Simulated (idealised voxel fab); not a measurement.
The name of this process module is voxel ribs on slabs.
FYI the section here is cut, 250 nm wide, cells are 5 nm squares.
For the purposes of this document, a cross-section shall be understood as a grid of square cells, specified as bands listed in top-to-bottom order, each band consisting of one or more rows of cells. Top height, bottom height, nm. Materials left to right, width each, nm. Single material + "everywhere" = fills band edge to edge. "empty" = empty. Beneath 0, the wafer as received is one material, and that level is where height counting begins. The lowest band goes on downward without a bottom; it is written like "0 -> down". You'd read "30->40" like this: the band's top row of cells is as wide as the first number, its bottom row is as wide as the second, and going down, every row changes width by the same amount as the row before did. "all unchanged" for a step: no cell of the cross-section changed in that step. Closed void roster: empty space of 8 cells or more with no open way to the top, each as width x height at its distance from the left edge, in nm. Read whatever lies past the settings on a step's line as the simulator's own remark about the step. overlay nm: where the mask lay relative to plan, measured to the right, on steps with a mask; negatives go left.
# Set out below are the planned steps of the process
1: RECEIVE: material Si
2: DIRECTIONAL_DEP: material SiO2, thk nm 20
3: DIRECTIONAL_DEP: material SiN, thk nm 20
4: PATTERN: tone cover, mask id RIB, material resist, width nm 25, thk nm 20, overlay nm 0
5: DIRECTIONAL_ETCH: etch materials SiN, depth nm 10
6: STRIP: etch materials resist
7: PATTERN: tone cover, mask id SLAB, material resist, width nm 55, thk nm 15, overlay nm 0
8: DIRECTIONAL_ETCH: etch materials SiN, depth nm 10
9: STRIP: etch materials resist
10: FILL_DEP: material SiO2, thk nm 15
11: CMP: height nm 50
12: DIRECTIONAL_DEP: material TiN, thk nm 10
13: MASKED_ETCH: tone cover, mask id HEATER, width nm 25, etch materials TiN, depth nm 10, overlay nm 0
14: CONFORMAL_DEP: material SiN, thk nm 10
The width nm used in step 13 is not the same on every wafer, whereas the starting condition is; the value printed in the plan is the first wafer's.
# Incoming state of the first of several wafers in cross-section: after step 1
- 0 -> down | Si everywhere
- Closed void roster: none
# So in this table every wafer gets its own row, and what you see is where it stands at the end of the module: for each material, how many cells it picked up (+) or gave up (-) since we received it, and after that its closed voids
width nm 25 | +140 SiN | +468 SiO2 | +10 TiN | Closed void roster: none
width nm 30 | +140 SiN | +468 SiO2 | +12 TiN | Closed void roster: none
width nm 35 | +140 SiN | +468 SiO2 | +14 TiN | Closed void roster: none
width nm 40 | +140 SiN | +468 SiO2 | +16 TiN | Closed void roster: none
width nm 45 | +140 SiN | +468 SiO2 | +18 TiN | Closed void roster: none
width nm 50 | +140 SiN | +468 SiO2 | +20 TiN | Closed void roster: none
